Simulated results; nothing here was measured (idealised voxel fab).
The process module that follows is named voxel capacitor over wiring.
cross-section cut | 220 nm wide | cells 5 nm
This document writes a cross-section as a grid whose cells are square, and gives it as bands, listed from the top down; one or more rows of cells form a band. Basically the band line says how high the top is and how high the bottom is, in nm, and then what's in it from left to right, every material with its width in nm. Empty space shows up as "empty", and if a single material carries "all across" it runs the full band edge to edge. Height is counted from the level 0, under which the received wafer is composed throughout of one material. The lowest of the bands is not closed at the bottom but continues downward, in the notation "0 and below". Think of "30..40" as a width that walks from the first number to the second as you go down the band, top row to bottom row, taking equal-sized steps from row to row. The designation "nothing different", where it is given for a processing step, indicates that no cell of the cross-section was altered in the course of that step. Reported under the label "Fully sealed voids" are the empty spaces having no open way to the top and comprising 8 cells or more; the notation for each is width x height at distance, in which the distance is measured from the left edge and all three values are in nm. after a step's settings: what the simulator itself notes on the step. "overlay nm", when on a step's line for a step with a mask, measures how far to the right of its planned place the mask lay; a negative measure means to the left.

Plan:
| 1 | RECEIVE (material Si) |
| 2 | CONFORMAL_DEP (material SiO2; thk nm 10) |
| 3 | DIRECTIONAL_DEP (material TiN; thk nm 5) |
| 4 | DIRECTIONAL_DEP (material W; thk nm 15) |
| 5 | DIRECTIONAL_DEP (material aC; thk nm 10) |
| 6 | PATTERN (tone cover; mask id METAL_1; material resist; width nm 20; pitch nm 70; thk nm 30; overlay nm 0) |
| 7 | DIRECTIONAL_ETCH (etch materials aC; depth nm 10) |
| 8 | STRIP (etch materials resist) |
| 9 | DIRECTIONAL_ETCH (etch materials W; depth nm 15) |
| 10 | DIRECTIONAL_ETCH (etch materials TiN; depth nm 5) |
| 11 | STRIP (etch materials aC) |
| 12 | CONFORMAL_DEP (material SiCN; thk nm 5) |
| 13 | FILL_DEP (material SiO2; thk nm 5) |
| 14 | CMP (height nm 30) |
| 15 | CONFORMAL_DEP (material SiCN; thk nm 5) |
| 16 | DIRECTIONAL_DEP (material SiO2; thk nm 15) |
| 17 | MASKED_ETCH (tone open; mask id PLUG_1; width nm 15; etch materials SiO2; depth nm 15; overlay nm 0) |
| 18 | MASKED_ETCH (tone open; mask id PLUG_1; width nm 15; etch materials SiCN; depth nm 5; overlay nm 0) |
| 19 | CONFORMAL_DEP (material TiN; thk nm 5) |
| 20 | FILL_DEP (material Ru; thk nm 5) |
| 21 | CMP (height nm 50) |
| 22 | DIRECTIONAL_DEP (material TiN; thk nm 10) |
| 23 | DIRECTIONAL_DEP (material HfO2; thk nm 5) |
| 24 | DIRECTIONAL_DEP (material TiN; thk nm 5) |
| 25 | PATTERN (tone cover; mask id UPPER_PLATE; material resist; width nm 55; thk nm 15; overlay nm 0) |
| 26 | DIRECTIONAL_ETCH (etch materials TiN; depth nm 5) |
| 27 | DIRECTIONAL_ETCH (etch materials HfO2; depth nm 5) |
| 28 | STRIP (etch materials resist) |
| 29 | DIRECTIONAL_DEP (material aC; thk nm 10) |
| 30 | PATTERN (tone cover; mask id LOWER_PLATE; material resist; width nm 65; thk nm 25; overlay nm 0) |
| 31 | DIRECTIONAL_ETCH (etch materials aC; depth nm 10) |
| 32 | STRIP (etch materials resist) |
| 33 | DIRECTIONAL_ETCH (etch materials TiN; depth nm 10) |
| 34 | STRIP (etch materials aC) |
| 35 | FILL_DEP (material SiO2; thk nm 15) |
| 36 | CMP (height nm 80) |
| 37 | PATTERN (tone open; mask id PLUG_2; material resist; width nm 15; thk nm 20; overlay nm 0) |
| 38 | DIRECTIONAL_ETCH (etch materials SiO2; depth nm 10) |
| 39 | STRIP (etch materials resist) |
| 40 | CONFORMAL_DEP (material TiN; thk nm 5) |
| 41 | FILL_DEP (material Ru; thk nm 10) |
| 42 | CMP (height nm 80) |
| 43 | CONFORMAL_DEP (material SiN; thk nm 5) |

Of two wafers, the first: run according to plan:

Shown in cross-section is the wafer as received, that is, as it stands after step 1:
> 0 and below = Si all across
> Fully sealed voids: none

You're looking at a cross-section of the wafer after step 2:
> 10 down to 0 = SiO2 all across
> Everything below 0 is unchanged.

You're looking at a cross-section of the wafer after step 3:
> 15 down to 10 = TiN all across
> Everything below 10 is unchanged.

You're looking at a cross-section of the wafer after step 4:
> 30 down to 15 = W all across
> Everything below 15 is unchanged.

You're looking at a cross-section of the wafer after step 5:
> 40 down to 30 = aC all across
> Everything below 30 is unchanged.

You're looking at a cross-section of the wafer after step 6:
> 70 down to 40 = 65 nm empty, then 20 nm resist, then 50 nm empty, then 20 nm resist, then 65 nm empty
> Everything below 40 is unchanged.

You're looking at a cross-section of the wafer after step 7:
> 60 down to 40 = 65 nm empty, then 20 nm resist, then 50 nm empty, then 20 nm resist, then 65 nm empty
> 40 down to 30 = 65 nm empty, then 20 nm aC, then 50 nm empty, then 20 nm aC, then 65 nm empty
> Everything below 30 is unchanged.

You're looking at a cross-section of the wafer after step 8:
> 40 down to 30 = 65 nm empty, then 20 nm aC, then 50 nm empty, then 20 nm aC, then 65 nm empty
> Everything below 30 is unchanged.

You're looking at a cross-section of the wafer after step 9:
> 40 down to 30 = 65 nm empty, then 20 nm aC, then 50 nm empty, then 20 nm aC, then 65 nm empty
> 30 down to 15 = 65 nm empty, then 20 nm W, then 50 nm empty, then 20 nm W, then 65 nm empty
> Everything below 15 is unchanged.

You're looking at a cross-section of the wafer after step 10:
> 40 down to 30 = 65 nm empty, then 20 nm aC, then 50 nm empty, then 20 nm aC, then 65 nm empty
> 30 down to 15 = 65 nm empty, then 20 nm W, then 50 nm empty, then 20 nm W, then 65 nm empty
> 15 down to 10 = 65 nm empty, then 20 nm TiN, then 50 nm empty, then 20 nm TiN, then 65 nm empty
> Everything below 10 is unchanged.

You're looking at a cross-section of the wafer after step 11:
> 30 down to 15 = 65 nm empty, then 20 nm W, then 50 nm empty, then 20 nm W, then 65 nm empty
> Everything below 15 is unchanged.

You're looking at a cross-section of the wafer after step 12:
> 35 down to 30 = 60 nm empty, then 30 nm SiCN, then 40 nm empty, then 30 nm SiCN, then 60 nm empty
> 30 down to 15 = 60 nm empty, then 5 nm SiCN, then 20 nm W, then 5 nm SiCN, then 40 nm empty, then 5 nm SiCN, then 20 nm W, then 5 nm SiCN, then 60 nm empty
> 15 down to 10 = 65 nm SiCN, then 20 nm TiN, then 50 nm SiCN, then 20 nm TiN, then 65 nm SiCN
> Everything below 10 is unchanged.

You're looking at a cross-section of the wafer after step 13:
> 40 down to 35 = SiO2 all across
> 35 down to 30 = 60 nm SiO2, then 30 nm SiCN, then 40 nm SiO2, then 30 nm SiCN, then 60 nm SiO2
> 30 down to 15 = 60 nm SiO2, then 5 nm SiCN, then 20 nm W, then 5 nm SiCN, then 40 nm SiO2, then 5 nm SiCN, then 20 nm W, then 5 nm SiCN, then 60 nm SiO2
> Everything below 15 is unchanged.

You're looking at a cross-section of the wafer after step 14:
> 30 down to 15 = 60 nm SiO2, then 5 nm SiCN, then 20 nm W, then 5 nm SiCN, then 40 nm SiO2, then 5 nm SiCN, then 20 nm W, then 5 nm SiCN, then 60 nm SiO2
> Everything below 15 is unchanged.

You're looking at a cross-section of the wafer after step 15:
> 35 down to 30 = SiCN all across
> Everything below 30 is unchanged.

You're looking at a cross-section of the wafer after step 16:
> 50 down to 35 = SiO2 all across
> Everything below 35 is unchanged.

You're looking at a cross-section of the wafer after step 17:
> 50 down to 35 = 70 nm SiO2, then 15 nm empty, then 135 nm SiO2
> Everything below 35 is unchanged.

You're looking at a cross-section of the wafer after step 18:
> 50 down to 35 = 70 nm SiO2, then 15 nm empty, then 135 nm SiO2
> 35 down to 30 = 70 nm SiCN, then 15 nm empty, then 135 nm SiCN
> Everything below 30 is unchanged.

You're looking at a cross-section of the wafer after step 19:
> 55 down to 50 = 75 nm TiN, then 5 nm empty, then 140 nm TiN
> 50 down to 35 = 70 nm SiO2, then 5 nm TiN, then 5 nm empty, then 5 nm TiN, then 135 nm SiO2
> 35 down to 30 = 70 nm SiCN, then 15 nm TiN, then 135 nm SiCN
> Everything below 30 is unchanged.

You're looking at a cross-section of the wafer after step 20:
> 60 down to 55 = Ru all across
> 55 down to 50 = 75 nm TiN, then 5 nm Ru, then 140 nm TiN
> 50 down to 35 = 70 nm SiO2, then 5 nm TiN, then 5 nm Ru, then 5 nm TiN, then 135 nm SiO2
> Everything below 35 is unchanged.

You're looking at a cross-section of the wafer after step 21:
> 50 down to 35 = 70 nm SiO2, then 5 nm TiN, then 5 nm Ru, then 5 nm TiN, then 135 nm SiO2
> Everything below 35 is unchanged.

You're looking at a cross-section of the wafer after step 22:
> 60 down to 50 = TiN all across
> Everything below 50 is unchanged.

You're looking at a cross-section of the wafer after step 23:
> 65 down to 60 = HfO2 all across
> Everything below 60 is unchanged.

You're looking at a cross-section of the wafer after step 24:
> 70 down to 65 = TiN all across
> Everything below 65 is unchanged.

You're looking at a cross-section of the wafer after step 25:
> 85 down to 70 = 70 nm empty, then 55 nm resist, then 95 nm empty
> Everything below 70 is unchanged.

You're looking at a cross-section of the wafer after step 26:
> 85 down to 70 = 70 nm empty, then 55 nm resist, then 95 nm empty
> 70 down to 65 = 70 nm empty, then 55 nm TiN, then 95 nm empty
> Everything below 65 is unchanged.

You're looking at a cross-section of the wafer after step 27:
> 85 down to 70 = 70 nm empty, then 55 nm resist, then 95 nm empty
> 70 down to 65 = 70 nm empty, then 55 nm TiN, then 95 nm empty
> 65 down to 60 = 70 nm empty, then 55 nm HfO2, then 95 nm empty
> Everything below 60 is unchanged.

You're looking at a cross-section of the wafer after step 28:
> 70 down to 65 = 70 nm empty, then 55 nm TiN, then 95 nm empty
> Everything below 65 is unchanged.

You're looking at a cross-section of the wafer after step 29:
> 80 down to 70 = 70 nm empty, then 55 nm aC, then 95 nm empty
> 70 down to 65 = 70 nm aC, then 55 nm TiN, then 95 nm aC
> 65 down to 60 = 70 nm aC, then 55 nm HfO2, then 95 nm aC
> Everything below 60 is unchanged.

You're looking at a cross-section of the wafer after step 30:
> 105 down to 80 = 65 nm empty, then 65 nm resist, then 90 nm empty
> 80 down to 70 = 65 nm empty, then 5 nm resist, then 55 nm aC, then 5 nm resist, then 90 nm empty
> Everything below 70 is unchanged.

You're looking at a cross-section of the wafer after step 31:
> 95 down to 80 = 65 nm empty, then 65 nm resist, then 90 nm empty
> 80 down to 70 = 65 nm empty, then 5 nm resist, then 55 nm aC, then 5 nm resist, then 90 nm empty
> 70 down to 65 = 65 nm empty, then 5 nm aC, then 55 nm TiN, then 5 nm aC, then 90 nm empty
> 65 down to 60 = 65 nm empty, then 5 nm aC, then 55 nm HfO2, then 5 nm aC, then 90 nm empty
> Everything below 60 is unchanged.

You're looking at a cross-section of the wafer after step 32:
> 80 down to 70 = 70 nm empty, then 55 nm aC, then 95 nm empty
> Everything below 70 is unchanged.

You're looking at a cross-section of the wafer after step 33:
> 80 down to 70 = 70 nm empty, then 55 nm aC, then 95 nm empty
> 70 down to 65 = 65 nm empty, then 5 nm aC, then 55 nm TiN, then 5 nm aC, then 90 nm empty
> 65 down to 60 = 65 nm empty, then 5 nm aC, then 55 nm HfO2, then 5 nm aC, then 90 nm empty
> 60 down to 50 = 65 nm empty, then 65 nm TiN, then 90 nm empty
> Everything below 50 is unchanged.

You're looking at a cross-section of the wafer after step 34:
> 70 down to 65 = 70 nm empty, then 55 nm TiN, then 95 nm empty
> 65 down to 60 = 70 nm empty, then 55 nm HfO2, then 95 nm empty
> Everything below 60 is unchanged.

You're looking at a cross-section of the wafer after step 35:
> 85 down to 70 = SiO2 all across
> 70 down to 65 = 70 nm SiO2, then 55 nm TiN, then 95 nm SiO2
> 65 down to 60 = 70 nm SiO2, then 55 nm HfO2, then 95 nm SiO2
> 60 down to 50 = 65 nm SiO2, then 65 nm TiN, then 90 nm SiO2
> Everything below 50 is unchanged.

You're looking at a cross-section of the wafer after step 36:
> 80 down to 70 = SiO2 all across
> Everything below 70 is unchanged.

You're looking at a cross-section of the wafer after step 37:
> 100 down to 80 = 80 nm resist, then 15 nm empty, then 125 nm resist
> Everything below 80 is unchanged.

You're looking at a cross-section of the wafer after step 38:
> 100 down to 80 = 80 nm resist, then 15 nm empty, then 125 nm resist
> 80 down to 70 = 80 nm SiO2, then 15 nm empty, then 125 nm SiO2
> Everything below 70 is unchanged.

You're looking at a cross-section of the wafer after step 39:
> 80 down to 70 = 80 nm SiO2, then 15 nm empty, then 125 nm SiO2
> Everything below 70 is unchanged.

You're looking at a cross-section of the wafer after step 40:
> 85 down to 80 = 85 nm TiN, then 5 nm empty, then 130 nm TiN
> 80 down to 75 = 80 nm SiO2, then 5 nm TiN, then 5 nm empty, then 5 nm TiN, then 125 nm SiO2
> 75 down to 65 = 80..70 nm SiO2, then 15..55 nm TiN, then 125..95 nm SiO2
> Everything below 65 is unchanged.

You're looking at a cross-section of the wafer after step 41:
> 95 down to 85 = Ru all across
> 85 down to 80 = 85 nm TiN, then 5 nm Ru, then 130 nm TiN
> 80 down to 75 = 80 nm SiO2, then 5 nm TiN, then 5 nm Ru, then 5 nm TiN, then 125 nm SiO2
> Everything below 75 is unchanged.

You're looking at a cross-section of the wafer after step 42:
> 80 down to 75 = 80 nm SiO2, then 5 nm TiN, then 5 nm Ru, then 5 nm TiN, then 125 nm SiO2
> Everything below 75 is unchanged.

You're looking at a cross-section of the wafer after step 43:
> 85 down to 80 = SiN all across
> Everything below 80 is unchanged.

Second wafer, same starting state and plan as the first, one mistake in the run, identical through step 7:

Second wafer, sectioned view, at step 8's planned end time:
> 40 down to 30 = 65 nm empty, then 20 nm aC, then 50 nm empty, then 20 nm aC, then 65 nm empty
> Everything below 30 is unchanged.

Second wafer, sectioned view, at step 9's planned end time:
> 40 down to 30 = 65 nm empty, then 20 nm aC, then 50 nm empty, then 20 nm aC, then 65 nm empty
> 30 down to 15 = 65 nm empty, then 20 nm W, then 50 nm empty, then 20 nm W, then 65 nm empty
> Everything below 15 is unchanged.

Second wafer, sectioned view, at step 10's planned end time:
> 40 down to 30 = 65 nm empty, then 20 nm aC, then 50 nm empty, then 20 nm aC, then 65 nm empty
> 30 down to 15 = 65 nm empty, then 20 nm W, then 50 nm empty, then 20 nm W, then 65 nm empty
> 15 down to 10 = 65 nm empty, then 20 nm TiN, then 50 nm empty, then 20 nm TiN, then 65 nm empty
> Everything below 10 is unchanged.

Second wafer, sectioned view, at step 11's planned end time:
> 30 down to 15 = 65 nm empty, then 20 nm W, then 50 nm empty, then 20 nm W, then 65 nm empty
> Everything below 15 is unchanged.

Second wafer, sectioned view, at step 12's planned end time:
> 35 down to 30 = 60 nm empty, then 30 nm SiCN, then 40 nm empty, then 30 nm SiCN, then 60 nm empty
> 30 down to 15 = 60 nm empty, then 5 nm SiCN, then 20 nm W, then 5 nm SiCN, then 40 nm empty, then 5 nm SiCN, then 20 nm W, then 5 nm SiCN, then 60 nm empty
> 15 down to 10 = 65 nm SiCN, then 20 nm TiN, then 50 nm SiCN, then 20 nm TiN, then 65 nm SiCN
> Everything below 10 is unchanged.

Second wafer, sectioned view, at step 13's planned end time:
> 40 down to 35 = SiO2 all across
> 35 down to 30 = 60 nm SiO2, then 30 nm SiCN, then 40 nm SiO2, then 30 nm SiCN, then 60 nm SiO2
> 30 down to 15 = 60 nm SiO2, then 5 nm SiCN, then 20 nm W, then 5 nm SiCN, then 40 nm SiO2, then 5 nm SiCN, then 20 nm W, then 5 nm SiCN, then 60 nm SiO2
> Everything below 15 is unchanged.

Second wafer, sectioned view, at step 14's planned end time:
> 30 down to 15 = 60 nm SiO2, then 5 nm SiCN, then 20 nm W, then 5 nm SiCN, then 40 nm SiO2, then 5 nm SiCN, then 20 nm W, then 5 nm SiCN, then 60 nm SiO2
> Everything below 15 is unchanged.

Second wafer, sectioned view, at step 15's planned end time:
> 35 down to 30 = SiCN all across
> Everything below 30 is unchanged.

Second wafer, sectioned view, at step 16's planned end time:
> 50 down to 35 = SiO2 all across
> Everything below 35 is unchanged.

Second wafer, sectioned view, at step 17's planned end time:
> 50 down to 35 = 70 nm SiO2, then 15 nm empty, then 135 nm SiO2
> Everything below 35 is unchanged.

Second wafer, sectioned view, at step 18's planned end time:
> 50 down to 35 = 70 nm SiO2, then 15 nm empty, then 135 nm SiO2
> 35 down to 30 = 70 nm SiCN, then 15 nm empty, then 135 nm SiCN
> Everything below 30 is unchanged.

Second wafer, sectioned view, at step 19's planned end time:
> 55 down to 50 = 75 nm TiN, then 5 nm empty, then 140 nm TiN
> 50 down to 35 = 70 nm SiO2, then 5 nm TiN, then 5 nm empty, then 5 nm TiN, then 135 nm SiO2
> 35 down to 30 = 70 nm SiCN, then 15 nm TiN, then 135 nm SiCN
> Everything below 30 is unchanged.

Second wafer, sectioned view, at step 20's planned end time:
> 60 down to 55 = Ru all across
> 55 down to 50 = 75 nm TiN, then 5 nm Ru, then 140 nm TiN
> 50 down to 35 = 70 nm SiO2, then 5 nm TiN, then 5 nm Ru, then 5 nm TiN, then 135 nm SiO2
> Everything below 35 is unchanged.

Second wafer, sectioned view, at step 21's planned end time:
> 50 down to 35 = 70 nm SiO2, then 5 nm TiN, then 5 nm Ru, then 5 nm TiN, then 135 nm SiO2
> Everything below 35 is unchanged.

Second wafer, sectioned view, at step 22's planned end time:
> 60 down to 50 = TiN all across
> Everything below 50 is unchanged.

Second wafer, sectioned view, at step 23's planned end time:
> 65 down to 60 = HfO2 all across
> Everything below 60 is unchanged.

Second wafer, sectioned view, at step 24's planned end time:
> 70 down to 65 = TiN all across
> Everything below 65 is unchanged.

Second wafer, sectioned view, at step 25's planned end time:
> 85 down to 70 = 70 nm empty, then 55 nm resist, then 95 nm empty
> Everything below 70 is unchanged.

Second wafer, sectioned view, at step 26's planned end time:
> 85 down to 70 = 70 nm empty, then 55 nm resist, then 95 nm empty
> 70 down to 65 = 70 nm empty, then 55 nm TiN, then 95 nm empty
> Everything below 65 is unchanged.

Second wafer, sectioned view, at step 27's planned end time:
> 85 down to 70 = 70 nm empty, then 55 nm resist, then 95 nm empty
> 70 down to 65 = 70 nm empty, then 55 nm TiN, then 95 nm empty
> 65 down to 60 = 70 nm empty, then 55 nm HfO2, then 95 nm empty
> Everything below 60 is unchanged.

Second wafer, sectioned view, at step 28's planned end time:
> 70 down to 65 = 70 nm empty, then 55 nm TiN, then 95 nm empty
> Everything below 65 is unchanged.

Second wafer, sectioned view, at step 29's planned end time:
> 80 down to 70 = 70 nm empty, then 55 nm aC, then 95 nm empty
> 70 down to 65 = 70 nm aC, then 55 nm TiN, then 95 nm aC
> 65 down to 60 = 70 nm aC, then 55 nm HfO2, then 95 nm aC
> Everything below 60 is unchanged.

Second wafer, sectioned view, at step 30's planned end time:
> 105 down to 80 = 65 nm empty, then 65 nm resist, then 90 nm empty
> 80 down to 70 = 65 nm empty, then 5 nm resist, then 55 nm aC, then 5 nm resist, then 90 nm empty
> Everything below 70 is unchanged.

Second wafer, sectioned view, at step 31's planned end time:
> 95 down to 80 = 65 nm empty, then 65 nm resist, then 90 nm empty
> 80 down to 70 = 65 nm empty, then 5 nm resist, then 55 nm aC, then 5 nm resist, then 90 nm empty
> 70 down to 65 = 65 nm empty, then 5 nm aC, then 55 nm TiN, then 5 nm aC, then 90 nm empty
> 65 down to 60 = 65 nm empty, then 5 nm aC, then 55 nm HfO2, then 5 nm aC, then 90 nm empty
> Everything below 60 is unchanged.

Second wafer, sectioned view, at step 32's planned end time:
> 80 down to 70 = 70 nm empty, then 55 nm aC, then 95 nm empty
> Everything below 70 is unchanged.

Second wafer, sectioned view, at step 33's planned end time:
> 80 down to 70 = 70 nm empty, then 55 nm aC, then 95 nm empty
> 70 down to 65 = 65 nm empty, then 5 nm aC, then 55 nm TiN, then 5 nm aC, then 90 nm empty
> 65 down to 60 = 65 nm empty, then 5 nm aC, then 55 nm HfO2, then 5 nm aC, then 90 nm empty
> 60 down to 50 = 65 nm empty, then 65 nm TiN, then 90 nm empty
> Everything below 50 is unchanged.

Second wafer, sectioned view, at step 34's planned end time:
> 70 down to 65 = 70 nm empty, then 55 nm TiN, then 95 nm empty
> 65 down to 60 = 70 nm empty, then 55 nm HfO2, then 95 nm empty
> Everything below 60 is unchanged.

Second wafer, sectioned view, at step 35's planned end time:
> 85 down to 70 = SiO2 all across
> 70 down to 65 = 70 nm SiO2, then 55 nm TiN, then 95 nm SiO2
> 65 down to 60 = 70 nm SiO2, then 55 nm HfO2, then 95 nm SiO2
> 60 down to 50 = 65 nm SiO2, then 65 nm TiN, then 90 nm SiO2
> Everything below 50 is unchanged.

Second wafer, sectioned view, at step 36's planned end time:
> 80 down to 70 = SiO2 all across
> Everything below 70 is unchanged.

Second wafer, sectioned view, at step 37's planned end time:
> 100 down to 80 = 80 nm resist, then 15 nm empty, then 125 nm resist
> Everything below 80 is unchanged.

Second wafer, sectioned view, at step 38's planned end time:
> 100 down to 80 = 80 nm resist, then 15 nm empty, then 125 nm resist
> 80 down to 70 = 80 nm SiO2, then 15 nm empty, then 125 nm SiO2
> Everything below 70 is unchanged.

Second wafer, sectioned view, at step 39's planned end time:
> 80 down to 70 = 80 nm SiO2, then 15 nm empty, then 125 nm SiO2
> Everything below 70 is unchanged.

Second wafer, sectioned view, at step 40's planned end time:
> 85 down to 80 = 85 nm TiN, then 5 nm empty, then 130 nm TiN
> 80 down to 75 = 80 nm SiO2, then 5 nm TiN, then 5 nm empty, then 5 nm TiN, then 125 nm SiO2
> 75 down to 65 = 80..70 nm SiO2, then 15..55 nm TiN, then 125..95 nm SiO2
> Everything below 65 is unchanged.

Second wafer, sectioned view, at step 41's planned end time:
> 95 down to 85 = Ru all across
> 85 down to 80 = 85 nm TiN, then 5 nm Ru, then 130 nm TiN
> 80 down to 75 = 80 nm SiO2, then 5 nm TiN, then 5 nm Ru, then 5 nm TiN, then 125 nm SiO2
> Everything below 75 is unchanged.

Second wafer, sectioned view, at step 42's planned end time:
> 80 down to 75 = 80 nm SiO2, then 5 nm TiN, then 5 nm Ru, then 5 nm TiN, then 125 nm SiO2
> Everything below 75 is unchanged.

Second wafer, sectioned view, at step 43's planned end time:
> 85 down to 80 = SiN all across
> Everything below 80 is unchanged.
Against the plan, the run slipped here: step 8, plan: ran twice
The two wafers come out with the same cross-section, meaning that, for this model, the mistake has no consequence in the computed result.
